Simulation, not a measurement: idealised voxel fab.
process module | voxel wiring stack
cross-section cut | 215 nm wide | cells 5 nm
A cross-section is a grid of square cells, given in bands from the top down. A band is one or more rows of cells.
Each band's line starts with the height of the band's top and of its bottom, in nm. Then come its materials from left to right, each with its width in nm. One material with "throughout" fills the band from edge to edge. "air" is empty space.
Height 0 is the level under which the wafer as received is all one material. The lowest band goes on downwards, as in "0 down".
A width such as "30 to 40" changes by the same amount from each row of cells to the next, from the band's top row to its bottom row.
"no change" after a step means that no cell of the cross-section changed.
closed voids: empty space of 8 cells or more with no open way to the top, each as width x height at its distance from the left edge, in nm
after a step's settings: what the simulator itself notes on the step
overlay nm, on a step with a mask: how far to the right of its planned place the mask lay; to the left if negative
Each pair below shows a cross-section before one step and the cross-section after it, down to the lowest band that changed. The line under each pair gives the step between them, with its settings. The pairs can come from different runs of this module on the same starting wafer, so a pair continues from the pair above only where its "before" says so.
before
  0 down: Si throughout
  closed voids: none
after
  15 to 0: SiO2 throughout
  below 0: unchanged
  closed voids: none
the step between: op CONFORMAL_DEP | material SiO2 | thk nm 15
before: the cross-section after the pair above
after
  20 to 15: TiN throughout
  below 15: unchanged
  closed voids: none
the step between: op DIRECTIONAL_DEP | material TiN | thk nm 5
before: the cross-section after the pair above
after
  40 to 20: Ru throughout
  below 20: unchanged
  closed voids: none
the step between: op DIRECTIONAL_DEP | material Ru | thk nm 20
before: the cross-section after the pair above
after
  55 to 40: air 30 | resist 20 | air 25 | resist 20 | air 25 | resist 20 | air 25 | resist 20 | air 30
  below 40: unchanged
  closed voids: none
the step between: op PATTERN | tone cover | mask id METAL_1 | material resist | width nm 20 | pitch nm 45 | thk nm 15 | overlay nm 0
before: the cross-section after the pair above
after
  55 to 40: air 30 | resist 20 | air 25 | resist 20 | air 25 | resist 20 | air 25 | resist 20 | air 30
  40 to 20: air 30 | Ru 20 | air 25 | Ru 20 | air 25 | Ru 20 | air 25 | Ru 20 | air 30
  below 20: unchanged
  closed voids: none
the step between: op DIRECTIONAL_ETCH | etch materials Ru | depth nm 20
before: the cross-section after the pair above
after
  55 to 40: air 30 | resist 20 | air 25 | resist 20 | air 25 | resist 20 | air 25 | resist 20 | air 30
  40 to 20: air 30 | Ru 20 | air 25 | Ru 20 | air 25 | Ru 20 | air 25 | Ru 20 | air 30
  20 to 15: air 30 | TiN 20 | air 25 | TiN 20 | air 25 | TiN 20 | air 25 | TiN 20 | air 30
  below 15: unchanged
  closed voids: none
the step between: op DIRECTIONAL_ETCH | etch materials TiN | depth nm 5
before: the cross-section after the pair above
after
  40 to 20: air 30 | Ru 20 | air 25 | Ru 20 | air 25 | Ru 20 | air 25 | Ru 20 | air 30
  below 20: unchanged
  closed voids: none
the step between: op STRIP | etch materials resist
before: the cross-section after the pair above
after
  45 to 40: lowk throughout
  40 to 20: lowk 30 | Ru 20 | lowk 25 | Ru 20 | lowk 25 | Ru 20 | lowk 25 | Ru 20 | lowk 30
  20 to 15: lowk 30 | TiN 20 | lowk 25 | TiN 20 | lowk 25 | TiN 20 | lowk 25 | TiN 20 | lowk 30
  below 15: unchanged
  closed voids: none
the step between: op FILL_DEP | material lowk | thk nm 5
before: the cross-section after the pair above
after
  40 to 20: lowk 30 | Ru 20 | lowk 25 | Ru 20 | lowk 25 | Ru 20 | lowk 25 | Ru 20 | lowk 30
  below 20: unchanged
  closed voids: none
the step between: op CMP | height nm 40
before: the cross-section after the pair above
after
  45 to 40: SiCN throughout
  below 40: unchanged
  closed voids: none
the step between: op CONFORMAL_DEP | material SiCN | thk nm 5
before: the cross-section after the pair above
after
  80 to 45: SiO2 throughout
  below 45: unchanged
  closed voids: none
the step between: op DIRECTIONAL_DEP | material SiO2 | thk nm 35
before: the cross-section after the pair above
after
  100 to 80: resist 30 | air 20 | resist 25 | air 20 | resist 25 | air 20 | resist 25 | air 20 | resist 30
  below 80: unchanged
  closed voids: none
the step between: op PATTERN | tone open | mask id METAL_2 | material resist | width nm 20 | pitch nm 45 | thk nm 20 | overlay nm 0
before: the cross-section after the pair above
after
  100 to 80: resist 30 | air 20 | resist 25 | air 20 | resist 25 | air 20 | resist 25 | air 20 | resist 30
  80 to 60: SiO2 30 | air 20 | SiO2 25 | air 20 | SiO2 25 | air 20 | SiO2 25 | air 20 | SiO2 30
  below 60: unchanged
  closed voids: none
the step between: op DIRECTIONAL_ETCH | etch materials SiO2 | depth nm 20
before: the cross-section after the pair above
after
  80 to 60: SiO2 30 | air 20 | SiO2 25 | air 20 | SiO2 25 | air 20 | SiO2 25 | air 20 | SiO2 30
  below 60: unchanged
  closed voids: none
the step between: op STRIP | etch materials resist
before: the cross-section after the pair above
after
  95 to 80: aC 30 | air 20 | aC 25 | air 20 | aC 25 | air 20 | aC 25 | air 20 | aC 30
  80 to 75: SiO2 30 | air 20 | SiO2 25 | air 20 | SiO2 25 | air 20 | SiO2 25 | air 20 | SiO2 30
  75 to 60: SiO2 30 | aC 20 | SiO2 25 | aC 20 | SiO2 25 | aC 20 | SiO2 25 | aC 20 | SiO2 30
  below 60: unchanged
  closed voids: none
the step between: op DIRECTIONAL_DEP | material aC | thk nm 15
before: the cross-section after the pair above
after
  130 to 95: resist 30 | air 15 | resist 75 | air 15 | resist 80
  95 to 80: aC 30 | air 15 | resist 5 | aC 25 | resist 20 | aC 25 | air 15 | resist 5 | aC 25 | resist 20 | aC 30
  80 to 75: SiO2 30 | air 15 | resist 5 | SiO2 25 | resist 20 | SiO2 25 | air 15 | resist 5 | SiO2 25 | resist 20 | SiO2 30
  below 75: unchanged
  closed voids: none
the step between: op PATTERN | tone open | mask id METAL_2_HOLES | material resist | width nm 15 | pitch nm 90 | thk nm 35 | overlay nm 0
before: the cross-section after the pair above
after
  115 to 95: resist 30 | air 15 | resist 75 | air 15 | resist 80
  95 to 80: aC 30 | air 15 | resist 5 | aC 25 | resist 20 | aC 25 | air 15 | resist 5 | aC 25 | resist 20 | aC 30
  80 to 75: SiO2 30 | air 15 | resist 5 | SiO2 25 | resist 20 | SiO2 25 | air 15 | resist 5 | SiO2 25 | resist 20 | SiO2 30
  75 to 60: SiO2 30 | air 15 | aC 5 | SiO2 25 | aC 20 | SiO2 25 | air 15 | aC 5 | SiO2 25 | aC 20 | SiO2 30
  below 60: unchanged
  closed voids: none
the step between: op DIRECTIONAL_ETCH | etch materials aC | depth nm 15
before: the cross-section after the pair above
after
  95 to 80: aC 30 | air 20 | aC 25 | air 20 | aC 25 | air 20 | aC 25 | air 20 | aC 30
  80 to 75: SiO2 30 | air 20 | SiO2 25 | air 20 | SiO2 25 | air 20 | SiO2 25 | air 20 | SiO2 30
  below 75: unchanged
  closed voids: none
the step between: op STRIP | etch materials resist
before: the cross-section after the pair above
after
  95 to 80: aC 30 | air 20 | aC 25 | air 20 | aC 25 | air 20 | aC 25 | air 20 | aC 30
  80 to 75: SiO2 30 | air 20 | SiO2 25 | air 20 | SiO2 25 | air 20 | SiO2 25 | air 20 | SiO2 30
  75 to 60: SiO2 30 | air 15 | aC 5 | SiO2 25 | aC 20 | SiO2 25 | air 15 | aC 5 | SiO2 25 | aC 20 | SiO2 30
  60 to 45: SiO2 30 | air 15 | SiO2 75 | air 15 | SiO2 80
  below 45: unchanged
  closed voids: none
the step between: op DIRECTIONAL_ETCH | etch materials SiO2 | depth nm 15
before: the cross-section after the pair above
after
  95 to 80: aC 30 | air 20 | aC 25 | air 20 | aC 25 | air 20 | aC 25 | air 20 | aC 30
  80 to 75: SiO2 30 | air 20 | SiO2 25 | air 20 | SiO2 25 | air 20 | SiO2 25 | air 20 | SiO2 30
  75 to 60: SiO2 30 | air 15 | aC 5 | SiO2 25 | aC 20 | SiO2 25 | air 15 | aC 5 | SiO2 25 | aC 20 | SiO2 30
  60 to 45: SiO2 30 | air 15 | SiO2 75 | air 15 | SiO2 80
  45 to 40: SiCN 30 | air 15 | SiCN 75 | air 15 | SiCN 80
  below 40: unchanged
  closed voids: none
the step between: op DIRECTIONAL_ETCH | etch materials SiCN | depth nm 5
before: the cross-section after the pair above
after
  80 to 60: SiO2 30 | air 20 | SiO2 25 | air 20 | SiO2 25 | air 20 | SiO2 25 | air 20 | SiO2 30
  below 60: unchanged
  closed voids: none
the step between: op STRIP | etch materials aC
before: the cross-section after the pair above
after
  85 to 80: TiN 35 | air 10 | TiN 35 | air 10 | TiN 35 | air 10 | TiN 35 | air 10 | TiN 35
  80 to 65: SiO2 30 | TiN 5 | air 10 | TiN 5 | SiO2 25 | TiN 5 | air 10 | TiN 5 | SiO2 25 | TiN 5 | air 10 | TiN 5 | SiO2 25 | TiN 5 | air 10 | TiN 5 | SiO2 30
  65 to 60: SiO2 30 | TiN 5 | air 5 | TiN 10 | SiO2 25 | TiN 20 | SiO2 25 | TiN 5 | air 5 | TiN 10 | SiO2 25 | TiN 20 | SiO2 30
  60 to 45: SiO2 30 | TiN 5 | air 5 | TiN 5 | SiO2 75 | TiN 5 | air 5 | TiN 5 | SiO2 80
  45 to 40: SiCN 30 | TiN 15 | SiCN 75 | TiN 15 | SiCN 80
  below 40: unchanged
  closed voids: none
the step between: op CONFORMAL_DEP | material TiN | thk nm 5
before: the cross-section after the pair above
after
  90 to 85: Cu throughout
  85 to 80: TiN 35 | Cu 10 | TiN 35 | Cu 10 | TiN 35 | Cu 10 | TiN 35 | Cu 10 | TiN 35
  80 to 65: SiO2 30 | TiN 5 | Cu 10 | TiN 5 | SiO2 25 | TiN 5 | Cu 10 | TiN 5 | SiO2 25 | TiN 5 | Cu 10 | TiN 5 | SiO2 25 | TiN 5 | Cu 10 | TiN 5 | SiO2 30
  65 to 60: SiO2 30 | TiN 5 | Cu 5 | TiN 10 | SiO2 25 | TiN 20 | SiO2 25 | TiN 5 | Cu 5 | TiN 10 | SiO2 25 | TiN 20 | SiO2 30
  60 to 45: SiO2 30 | TiN 5 | Cu 5 | TiN 5 | SiO2 75 | TiN 5 | Cu 5 | TiN 5 | SiO2 80
  below 45: unchanged
  closed voids: none
the step between: op FILL_DEP | material Cu | thk nm 5
before: the cross-section after the pair above
after
  80 to 65: SiO2 30 | TiN 5 | Cu 10 | TiN 5 | SiO2 25 | TiN 5 | Cu 10 | TiN 5 | SiO2 25 | TiN 5 | Cu 10 | TiN 5 | SiO2 25 | TiN 5 | Cu 10 | TiN 5 | SiO2 30
  below 65: unchanged
  closed voids: none
the step between: op CMP | height nm 80
before: the cross-section after the pair above
after
  85 to 80: SiN throughout
  below 80: unchanged
  closed voids: none
the step between: op CONFORMAL_DEP | material SiN | thk nm 5
before
  15 to 0: SiO2 throughout
  0 down: Si throughout
  closed voids: none
after
  35 to 15: Ru throughout
  below 15: unchanged
  closed voids: none
the step between: op DIRECTIONAL_DEP | material Ru | thk nm 20
before: the cross-section after the pair above
after
  50 to 35: air 30 | resist 20 | air 25 | resist 20 | air 25 | resist 20 | air 25 | resist 20 | air 30
  below 35: unchanged
  closed voids: none
the step between: op PATTERN | tone cover | mask id METAL_1 | material resist | width nm 20 | pitch nm 45 | thk nm 15 | overlay nm 0
before: the cross-section after the pair above
after
  50 to 35: air 30 | resist 20 | air 25 | resist 20 | air 25 | resist 20 | air 25 | resist 20 | air 30
  35 to 15: air 30 | Ru 20 | air 25 | Ru 20 | air 25 | Ru 20 | air 25 | Ru 20 | air 30
  below 15: unchanged
  closed voids: none
the step between: op DIRECTIONAL_ETCH | etch materials Ru | depth nm 20
before: the cross-section after the pair above
after
  35 to 15: air 30 | Ru 20 | air 25 | Ru 20 | air 25 | Ru 20 | air 25 | Ru 20 | air 30
  below 15: unchanged
  closed voids: none
the step between: op STRIP | etch materials resist
before: the cross-section after the pair above
after
  40 to 35: lowk throughout
  35 to 15: lowk 30 | Ru 20 | lowk 25 | Ru 20 | lowk 25 | Ru 20 | lowk 25 | Ru 20 | lowk 30
  below 15: unchanged
  closed voids: none
the step between: op FILL_DEP | material lowk | thk nm 5
before: the cross-section after the pair above
after
  45 to 40: SiCN throughout
  below 40: unchanged
  closed voids: none
the step between: op CONFORMAL_DEP | material SiCN | thk nm 5
before: the cross-section after the pair above
after
  80 to 45: SiO2 throughout
  below 45: unchanged
  closed voids: none
the step between: op DIRECTIONAL_DEP | material SiO2 | thk nm 35
before: the cross-section after the pair above
after
  100 to 80: resist 30 | air 20 | resist 25 | air 20 | resist 25 | air 20 | resist 25 | air 20 | resist 30
  below 80: unchanged
  closed voids: none
the step between: op PATTERN | tone open | mask id METAL_2 | material resist | width nm 20 | pitch nm 45 | thk nm 20 | overlay nm 0
before: the cross-section after the pair above
after
  100 to 80: resist 30 | air 20 | resist 25 | air 20 | resist 25 | air 20 | resist 25 | air 20 | resist 30
  80 to 60: SiO2 30 | air 20 | SiO2 25 | air 20 | SiO2 25 | air 20 | SiO2 25 | air 20 | SiO2 30
  below 60: unchanged
  closed voids: none
the step between: op DIRECTIONAL_ETCH | etch materials SiO2 | depth nm 20
before: the cross-section after the pair above
after
  80 to 60: SiO2 30 | air 20 | SiO2 25 | air 20 | SiO2 25 | air 20 | SiO2 25 | air 20 | SiO2 30
  below 60: unchanged
  closed voids: none
the step between: op STRIP | etch materials resist
before: the cross-section after the pair above
after
  95 to 80: aC 30 | air 20 | aC 25 | air 20 | aC 25 | air 20 | aC 25 | air 20 | aC 30
  80 to 75: SiO2 30 | air 20 | SiO2 25 | air 20 | SiO2 25 | air 20 | SiO2 25 | air 20 | SiO2 30
  75 to 60: SiO2 30 | aC 20 | SiO2 25 | aC 20 | SiO2 25 | aC 20 | SiO2 25 | aC 20 | SiO2 30
  below 60: unchanged
  closed voids: none
the step between: op DIRECTIONAL_DEP | material aC | thk nm 15
before: the cross-section after the pair above
after
  130 to 95: resist 30 | air 15 | resist 75 | air 15 | resist 80
  95 to 80: aC 30 | air 15 | resist 5 | aC 25 | resist 20 | aC 25 | air 15 | resist 5 | aC 25 | resist 20 | aC 30
  80 to 75: SiO2 30 | air 15 | resist 5 | SiO2 25 | resist 20 | SiO2 25 | air 15 | resist 5 | SiO2 25 | resist 20 | SiO2 30
  below 75: unchanged
  closed voids: none
the step between: op PATTERN | tone open | mask id METAL_2_HOLES | material resist | width nm 15 | pitch nm 90 | thk nm 35 | overlay nm 0
before: the cross-section after the pair above
after
  115 to 95: resist 30 | air 15 | resist 75 | air 15 | resist 80
  95 to 80: aC 30 | air 15 | resist 5 | aC 25 | resist 20 | aC 25 | air 15 | resist 5 | aC 25 | resist 20 | aC 30
  80 to 75: SiO2 30 | air 15 | resist 5 | SiO2 25 | resist 20 | SiO2 25 | air 15 | resist 5 | SiO2 25 | resist 20 | SiO2 30
  75 to 60: SiO2 30 | air 15 | aC 5 | SiO2 25 | aC 20 | SiO2 25 | air 15 | aC 5 | SiO2 25 | aC 20 | SiO2 30
  below 60: unchanged
  closed voids: none
the step between: op DIRECTIONAL_ETCH | etch materials aC | depth nm 15
before: the cross-section after the pair above
after
  95 to 80: aC 30 | air 20 | aC 25 | air 20 | aC 25 | air 20 | aC 25 | air 20 | aC 30
  80 to 75: SiO2 30 | air 20 | SiO2 25 | air 20 | SiO2 25 | air 20 | SiO2 25 | air 20 | SiO2 30
  below 75: unchanged
  closed voids: none
the step between: op STRIP | etch materials resist
before: the cross-section after the pair above
after
  95 to 80: aC 30 | air 20 | aC 25 | air 20 | aC 25 | air 20 | aC 25 | air 20 | aC 30
  80 to 75: SiO2 30 | air 20 | SiO2 25 | air 20 | SiO2 25 | air 20 | SiO2 25 | air 20 | SiO2 30
  75 to 60: SiO2 30 | air 15 | aC 5 | SiO2 25 | aC 20 | SiO2 25 | air 15 | aC 5 | SiO2 25 | aC 20 | SiO2 30
  60 to 45: SiO2 30 | air 15 | SiO2 75 | air 15 | SiO2 80
  below 45: unchanged
  closed voids: none
the step between: op DIRECTIONAL_ETCH | etch materials SiO2 | depth nm 15
before: the cross-section after the pair above
after
  95 to 80: aC 30 | air 20 | aC 25 | air 20 | aC 25 | air 20 | aC 25 | air 20 | aC 30
  80 to 75: SiO2 30 | air 20 | SiO2 25 | air 20 | SiO2 25 | air 20 | SiO2 25 | air 20 | SiO2 30
  75 to 60: SiO2 30 | air 15 | aC 5 | SiO2 25 | aC 20 | SiO2 25 | air 15 | aC 5 | SiO2 25 | aC 20 | SiO2 30
  60 to 45: SiO2 30 | air 15 | SiO2 75 | air 15 | SiO2 80
  45 to 40: SiCN 30 | air 15 | SiCN 75 | air 15 | SiCN 80
  below 40: unchanged
  closed voids: none
the step between: op DIRECTIONAL_ETCH | etch materials SiCN | depth nm 5
before: the cross-section after the pair above
after
  80 to 60: SiO2 30 | air 20 | SiO2 25 | air 20 | SiO2 25 | air 20 | SiO2 25 | air 20 | SiO2 30
  below 60: unchanged
  closed voids: none
the step between: op STRIP | etch materials aC
before: the cross-section after the pair above
after
  85 to 80: TiN 35 | air 10 | TiN 35 | air 10 | TiN 35 | air 10 | TiN 35 | air 10 | TiN 35
  80 to 65: SiO2 30 | TiN 5 | air 10 | TiN 5 | SiO2 25 | TiN 5 | air 10 | TiN 5 | SiO2 25 | TiN 5 | air 10 | TiN 5 | SiO2 25 | TiN 5 | air 10 | TiN 5 | SiO2 30
  65 to 60: SiO2 30 | TiN 5 | air 5 | TiN 10 | SiO2 25 | TiN 20 | SiO2 25 | TiN 5 | air 5 | TiN 10 | SiO2 25 | TiN 20 | SiO2 30
  60 to 45: SiO2 30 | TiN 5 | air 5 | TiN 5 | SiO2 75 | TiN 5 | air 5 | TiN 5 | SiO2 80
  45 to 40: SiCN 30 | TiN 15 | SiCN 75 | TiN 15 | SiCN 80
  below 40: unchanged
  closed voids: none
the step between: op CONFORMAL_DEP | material TiN | thk nm 5
before: the cross-section after the pair above
after
  90 to 85: Cu throughout
  85 to 80: TiN 35 | Cu 10 | TiN 35 | Cu 10 | TiN 35 | Cu 10 | TiN 35 | Cu 10 | TiN 35
  80 to 65: SiO2 30 | TiN 5 | Cu 10 | TiN 5 | SiO2 25 | TiN 5 | Cu 10 | TiN 5 | SiO2 25 | TiN 5 | Cu 10 | TiN 5 | SiO2 25 | TiN 5 | Cu 10 | TiN 5 | SiO2 30
  65 to 60: SiO2 30 | TiN 5 | Cu 5 | TiN 10 | SiO2 25 | TiN 20 | SiO2 25 | TiN 5 | Cu 5 | TiN 10 | SiO2 25 | TiN 20 | SiO2 30
  60 to 45: SiO2 30 | TiN 5 | Cu 5 | TiN 5 | SiO2 75 | TiN 5 | Cu 5 | TiN 5 | SiO2 80
  below 45: unchanged
  closed voids: none
the step between: op FILL_DEP | material Cu | thk nm 5
before: the cross-section after the pair above
after
  80 to 65: SiO2 30 | TiN 5 | Cu 10 | TiN 5 | SiO2 25 | TiN 5 | Cu 10 | TiN 5 | SiO2 25 | TiN 5 | Cu 10 | TiN 5 | SiO2 25 | TiN 5 | Cu 10 | TiN 5 | SiO2 30
  below 65: unchanged
  closed voids: none
the step between: op CMP | height nm 80
before: the cross-section after the pair above
after
  85 to 80: SiN throughout
  below 80: unchanged
  closed voids: none
the step between: op CONFORMAL_DEP | material SiN | thk nm 5
before
  80 to 45: SiO2 throughout
  45 to 40: SiCN throughout
  40 to 20: lowk 30 | Ru 20 | lowk 25 | Ru 20 | lowk 25 | Ru 20 | lowk 25 | Ru 20 | lowk 30
  20 to 15: lowk 30 | TiN 20 | lowk 25 | TiN 20 | lowk 25 | TiN 20 | lowk 25 | TiN 20 | lowk 30
  15 to 0: SiO2 throughout
  0 down: Si throughout
  closed voids: none
after
  115 to 45: SiO2 throughout
  below 45: unchanged
  closed voids: none
the step between: op DIRECTIONAL_DEP | material SiO2 | thk nm 35
before: the cross-section after the pair above
after
  135 to 115: resist 30 | air 20 | resist 25 | air 20 | resist 25 | air 20 | resist 25 | air 20 | resist 30
  below 115: unchanged
  closed voids: none
the step between: op PATTERN | tone open | mask id METAL_2 | material resist | width nm 20 | pitch nm 45 | thk nm 20 | overlay nm 0
before: the cross-section after the pair above
after
  135 to 115: resist 30 | air 20 | resist 25 | air 20 | resist 25 | air 20 | resist 25 | air 20 | resist 30
  115 to 95: SiO2 30 | air 20 | SiO2 25 | air 20 | SiO2 25 | air 20 | SiO2 25 | air 20 | SiO2 30
  below 95: unchanged
  closed voids: none
the step between: op DIRECTIONAL_ETCH | etch materials SiO2 | depth nm 20
before: the cross-section after the pair above
after
  115 to 95: SiO2 30 | air 20 | SiO2 25 | air 20 | SiO2 25 | air 20 | SiO2 25 | air 20 | SiO2 30
  below 95: unchanged
  closed voids: none
the step between: op STRIP | etch materials resist
before: the cross-section after the pair above
after
  130 to 115: aC 30 | air 20 | aC 25 | air 20 | aC 25 | air 20 | aC 25 | air 20 | aC 30
  115 to 110: SiO2 30 | air 20 | SiO2 25 | air 20 | SiO2 25 | air 20 | SiO2 25 | air 20 | SiO2 30
  110 to 95: SiO2 30 | aC 20 | SiO2 25 | aC 20 | SiO2 25 | aC 20 | SiO2 25 | aC 20 | SiO2 30
  below 95: unchanged
  closed voids: none
the step between: op DIRECTIONAL_DEP | material aC | thk nm 15
before: the cross-section after the pair above
after
  165 to 130: resist 30 | air 15 | resist 75 | air 15 | resist 80
  130 to 115: aC 30 | air 15 | resist 5 | aC 25 | resist 20 | aC 25 | air 15 | resist 5 | aC 25 | resist 20 | aC 30
  115 to 110: SiO2 30 | air 15 | resist 5 | SiO2 25 | resist 20 | SiO2 25 | air 15 | resist 5 | SiO2 25 | resist 20 | SiO2 30
  below 110: unchanged
  closed voids: none
the step between: op PATTERN | tone open | mask id METAL_2_HOLES | material resist | width nm 15 | pitch nm 90 | thk nm 35 | overlay nm 0
before: the cross-section after the pair above
after
  150 to 130: resist 30 | air 15 | resist 75 | air 15 | resist 80
  130 to 115: aC 30 | air 15 | resist 5 | aC 25 | resist 20 | aC 25 | air 15 | resist 5 | aC 25 | resist 20 | aC 30
  115 to 110: SiO2 30 | air 15 | resist 5 | SiO2 25 | resist 20 | SiO2 25 | air 15 | resist 5 | SiO2 25 | resist 20 | SiO2 30
  110 to 95: SiO2 30 | air 15 | aC 5 | SiO2 25 | aC 20 | SiO2 25 | air 15 | aC 5 | SiO2 25 | aC 20 | SiO2 30
  below 95: unchanged
  closed voids: none
the step between: op DIRECTIONAL_ETCH | etch materials aC | depth nm 15
before: the cross-section after the pair above
after
  130 to 115: aC 30 | air 20 | aC 25 | air 20 | aC 25 | air 20 | aC 25 | air 20 | aC 30
  115 to 110: SiO2 30 | air 20 | SiO2 25 | air 20 | SiO2 25 | air 20 | SiO2 25 | air 20 | SiO2 30
  below 110: unchanged
  closed voids: none
the step between: op STRIP | etch materials resist
before: the cross-section after the pair above
after
  130 to 115: aC 30 | air 20 | aC 25 | air 20 | aC 25 | air 20 | aC 25 | air 20 | aC 30
  115 to 110: SiO2 30 | air 20 | SiO2 25 | air 20 | SiO2 25 | air 20 | SiO2 25 | air 20 | SiO2 30
  110 to 95: SiO2 30 | air 15 | aC 5 | SiO2 25 | aC 20 | SiO2 25 | air 15 | aC 5 | SiO2 25 | aC 20 | SiO2 30
  95 to 80: SiO2 30 | air 15 | SiO2 75 | air 15 | SiO2 80
  below 80: unchanged
  closed voids: none
the step between: op DIRECTIONAL_ETCH | etch materials SiO2 | depth nm 15
before: the cross-section after the pair above
after
  115 to 95: SiO2 30 | air 20 | SiO2 25 | air 20 | SiO2 25 | air 20 | SiO2 25 | air 20 | SiO2 30
  below 95: unchanged
  closed voids: none
the step between: op STRIP | etch materials aC
before: the cross-section after the pair above
after
  120 to 115: TiN 35 | air 10 | TiN 35 | air 10 | TiN 35 | air 10 | TiN 35 | air 10 | TiN 35
  115 to 100: SiO2 30 | TiN 5 | air 10 | TiN 5 | SiO2 25 | TiN 5 | air 10 | TiN 5 | SiO2 25 | TiN 5 | air 10 | TiN 5 | SiO2 25 | TiN 5 | air 10 | TiN 5 | SiO2 30
  100 to 95: SiO2 30 | TiN 5 | air 5 | TiN 10 | SiO2 25 | TiN 20 | SiO2 25 | TiN 5 | air 5 | TiN 10 | SiO2 25 | TiN 20 | SiO2 30
  95 to 85: SiO2 30 | TiN 5 | air 5 | TiN 5 | SiO2 75 | TiN 5 | air 5 | TiN 5 | SiO2 80
  85 to 80: SiO2 30 | TiN 15 | SiO2 75 | TiN 15 | SiO2 80
  below 80: unchanged
  closed voids: none
the step between: op CONFORMAL_DEP | material TiN | thk nm 5
before: the cross-section after the pair above
after
  125 to 120: Cu throughout
  120 to 115: TiN 35 | Cu 10 | TiN 35 | Cu 10 | TiN 35 | Cu 10 | TiN 35 | Cu 10 | TiN 35
  115 to 100: SiO2 30 | TiN 5 | Cu 10 | TiN 5 | SiO2 25 | TiN 5 | Cu 10 | TiN 5 | SiO2 25 | TiN 5 | Cu 10 | TiN 5 | SiO2 25 | TiN 5 | Cu 10 | TiN 5 | SiO2 30
  100 to 95: SiO2 30 | TiN 5 | Cu 5 | TiN 10 | SiO2 25 | TiN 20 | SiO2 25 | TiN 5 | Cu 5 | TiN 10 | SiO2 25 | TiN 20 | SiO2 30
  95 to 85: SiO2 30 | TiN 5 | Cu 5 | TiN 5 | SiO2 75 | TiN 5 | Cu 5 | TiN 5 | SiO2 80
  below 85: unchanged
  closed voids: none
the step between: op FILL_DEP | material Cu | thk nm 5
before: the cross-section after the pair above
after
  80 to 45: SiO2 throughout
  below 45: unchanged
  closed voids: none
the step between: op CMP | height nm 80
before: the cross-section after the pair above
after
  85 to 80: SiN throughout
  below 80: unchanged
  closed voids: none
the step between: op CONFORMAL_DEP | material SiN | thk nm 5
before
  40 to 20: lowk 30 | Ru 20 | lowk 25 | Ru 20 | lowk 25 | Ru 20 | lowk 25 | Ru 20 | lowk 30
  20 to 15: lowk 30 | TiN 20 | lowk 25 | TiN 20 | lowk 25 | TiN 20 | lowk 25 | TiN 20 | lowk 30
  15 to 0: SiO2 throughout
  0 down: Si throughout
  closed voids: none
after
  75 to 40: SiO2 throughout
  below 40: unchanged
  closed voids: none
the step between: op DIRECTIONAL_DEP | material SiO2 | thk nm 35
before: the cross-section after the pair above
after
  80 to 75: SiCN throughout
  below 75: unchanged
  closed voids: none
the step between: op CONFORMAL_DEP | material SiCN | thk nm 5
before: the cross-section after the pair above
after
  100 to 80: resist 30 | air 20 | resist 25 | air 20 | resist 25 | air 20 | resist 25 | air 20 | resist 30
  below 80: unchanged
  closed voids: none
the step between: op PATTERN | tone open | mask id METAL_2 | material resist | width nm 20 | pitch nm 45 | thk nm 20 | overlay nm 0
before: the cross-section after the pair above
after
  80 to 75: SiCN throughout
  below 75: unchanged
  closed voids: none
the step between: op STRIP | etch materials resist
before: the cross-section after the pair above
after
  95 to 80: aC throughout
  below 80: unchanged
  closed voids: none
the step between: op DIRECTIONAL_DEP | material aC | thk nm 15
before: the cross-section after the pair above
after
  130 to 95: resist 30 | air 15 | resist 75 | air 15 | resist 80
  below 95: unchanged
  closed voids: none
the step between: op PATTERN | tone open | mask id METAL_2_HOLES | material resist | width nm 15 | pitch nm 90 | thk nm 35 | overlay nm 0
before: the cross-section after the pair above
after
  115 to 95: resist 30 | air 15 | resist 75 | air 15 | resist 80
  95 to 80: aC 30 | air 15 | aC 75 | air 15 | aC 80
  below 80: unchanged
  closed voids: none
the step between: op DIRECTIONAL_ETCH | etch materials aC | depth nm 15
before: the cross-section after the pair above
after
  95 to 80: aC 30 | air 15 | aC 75 | air 15 | aC 80
  below 80: unchanged
  closed voids: none
the step between: op STRIP | etch materials resist
before: the cross-section after the pair above
after
  95 to 80: aC 30 | air 15 | aC 75 | air 15 | aC 80
  80 to 75: SiCN 30 | air 15 | SiCN 75 | air 15 | SiCN 80
  below 75: unchanged
  closed voids: none
the step between: op DIRECTIONAL_ETCH | etch materials SiCN | depth nm 5
before: the cross-section after the pair above
after
  80 to 75: SiCN 30 | air 15 | SiCN 75 | air 15 | SiCN 80
  below 75: unchanged
  closed voids: none
the step between: op STRIP | etch materials aC
before: the cross-section after the pair above
after
  85 to 80: TiN 35 | air 5 | TiN 85 | air 5 | TiN 85
  80 to 75: SiCN 30 | TiN 15 | SiCN 75 | TiN 15 | SiCN 80
  below 75: unchanged
  closed voids: none
the step between: op CONFORMAL_DEP | material TiN | thk nm 5
before: the cross-section after the pair above
after
  90 to 85: Cu throughout
  85 to 80: TiN 35 | Cu 5 | TiN 85 | Cu 5 | TiN 85
  below 80: unchanged
  closed voids: none
the step between: op FILL_DEP | material Cu | thk nm 5
before: the cross-section after the pair above
after
  80 to 75: SiCN 30 | TiN 15 | SiCN 75 | TiN 15 | SiCN 80
  below 75: unchanged
  closed voids: none
the step between: op CMP | height nm 80
before: the cross-section after the pair above
after
  85 to 80: SiN throughout
  below 80: unchanged
  closed voids: none
the step between: op CONFORMAL_DEP | material SiN | thk nm 5
before
  100 to 80: resist 30 | air 20 | resist 25 | air 20 | resist 25 | air 20 | resist 25 | air 20 | resist 30
  80 to 45: SiO2 throughout
  45 to 40: SiCN throughout
  40 to 20: lowk 30 | Ru 20 | lowk 25 | Ru 20 | lowk 25 | Ru 20 | lowk 25 | Ru 20 | lowk 30
  20 to 15: lowk 30 | TiN 20 | lowk 25 | TiN 20 | lowk 25 | TiN 20 | lowk 25 | TiN 20 | lowk 30
  15 to 0: SiO2 throughout
  0 down: Si throughout
  closed voids: none
after
  100 to 80: resist 30 | air 20 | resist 25 | air 20 | resist 25 | air 20 | resist 25 | air 20 | resist 30
  80 to 55: SiO2 30 | air 20 | SiO2 25 | air 20 | SiO2 25 | air 20 | SiO2 25 | air 20 | SiO2 30
  below 55: unchanged
  closed voids: none
the step between: op DIRECTIONAL_ETCH | etch materials SiO2 | depth nm 25
before: the cross-section after the pair above
after
  80 to 55: SiO2 30 | air 20 | SiO2 25 | air 20 | SiO2 25 | air 20 | SiO2 25 | air 20 | SiO2 30
  below 55: unchanged
  closed voids: none
the step between: op STRIP | etch materials resist
before: the cross-section after the pair above
after
  95 to 80: aC 30 | air 20 | aC 25 | air 20 | aC 25 | air 20 | aC 25 | air 20 | aC 30
  80 to 70: SiO2 30 | air 20 | SiO2 25 | air 20 | SiO2 25 | air 20 | SiO2 25 | air 20 | SiO2 30
  70 to 55: SiO2 30 | aC 20 | SiO2 25 | aC 20 | SiO2 25 | aC 20 | SiO2 25 | aC 20 | SiO2 30
  below 55: unchanged
  closed voids: none
the step between: op DIRECTIONAL_DEP | material aC | thk nm 15
